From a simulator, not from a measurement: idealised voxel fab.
Process module, titled voxel ribs on slabs
cross-section cut | 145 nm wide | cells 5 nm
Cross-section spec: square-cell grid; bands listed top down; each band is one or more rows.
Look at the band entry: it leads with the top's height and the bottom's height in nm. Then it lists the materials left to right, with a width in nm for each. The word "edge to edge" on a single material says that material fills the band edge to edge. The word "air" is empty space.
Heights are measured from 0, the level below which the as-received wafer is all one material; the lowest band has no bottom and continues downward, written as in "top 0, no bottom".
With a width like "30 to 40", each row of cells in the band differs from the next by the same amount, the top row carrying the first number and the bottom row the second.
Key: "no alterations made" - step with no changed cell in the cross-section.
Closed empty spaces (no open way to the top) of 8 cells or more are what "Enclosed cavity list" lists, each as width x height at distance from the left edge, nm for all three.
That trailing text on a step's line, after the settings, is the simulator's own remark on the step.
overlay nm: step with mask; distance mask lay right of planned place; negative value = left of planned place.

SO HERE'S THE LINEUP OF PROCESS STEPS WE PLANNED
1 op RECEIVE | material Si
2 op DIRECTIONAL_DEP | material SiO2 | thk nm 25
3 op DIRECTIONAL_DEP | material polySi | thk nm 15
4 op DIRECTIONAL_DEP | material aC | thk nm 15
5 op PATTERN | tone cover | mask id RIB | material resist | width nm 25 | thk nm 35 | overlay nm 0
6 op DIRECTIONAL_ETCH | etch materials aC | depth nm 15
7 op STRIP | etch materials resist
8 op DIRECTIONAL_ETCH | etch materials polySi | depth nm 10
9 op STRIP | etch materials aC
10 op PATTERN | tone cover | mask id SLAB | material resist | width nm 55 | thk nm 15 | overlay nm 0
11 op DIRECTIONAL_ETCH | etch materials polySi | depth nm 5
12 op STRIP | etch materials resist
13 op FILL_DEP | material SiO2 | thk nm 25
14 op CMP | height nm 55
15 op DIRECTIONAL_DEP | material TiN | thk nm 5
16 op DIRECTIONAL_DEP | material aC | thk nm 10
17 op PATTERN | tone cover | mask id HEATER | material resist | width nm 35 | thk nm 25 | overlay nm 0
18 op DIRECTIONAL_ETCH | etch materials aC | depth nm 10
19 op STRIP | etch materials resist
20 op DIRECTIONAL_ETCH | etch materials TiN | depth nm 5
21 op STRIP | etch materials aC
22 op CONFORMAL_DEP | material SiN | thk nm 10

WAFER CROSS-SECTION ON RECEIPT, I.E. AFTER STEP 1
top 0, no bottom: Si edge to edge
Enclosed cavity list: none

MODULE COMPLETE, CROSS-SECTION. STARTING POINT AND PLAN PER ABOVE. ONE MISTAKE MADE IN RUNNING THE MODULE
top 70, bottom 60: SiN edge to edge
top 60, bottom 40: SiO2 edge to edge
top 40, bottom 30: SiO2: 60, polySi: 25, SiO2: 60
top 30, bottom 25: SiO2: 45, polySi: 55, SiO2: 45
top 25, bottom 0: SiO2 edge to edge
top 0, no bottom: Si edge to edge
Enclosed cavity list: none
Which mistake was made when the wafer was run? step 15 went in with a setting other than planned; the actual run was op DIRECTIONAL_DEP | material SiO2 | thk nm 5
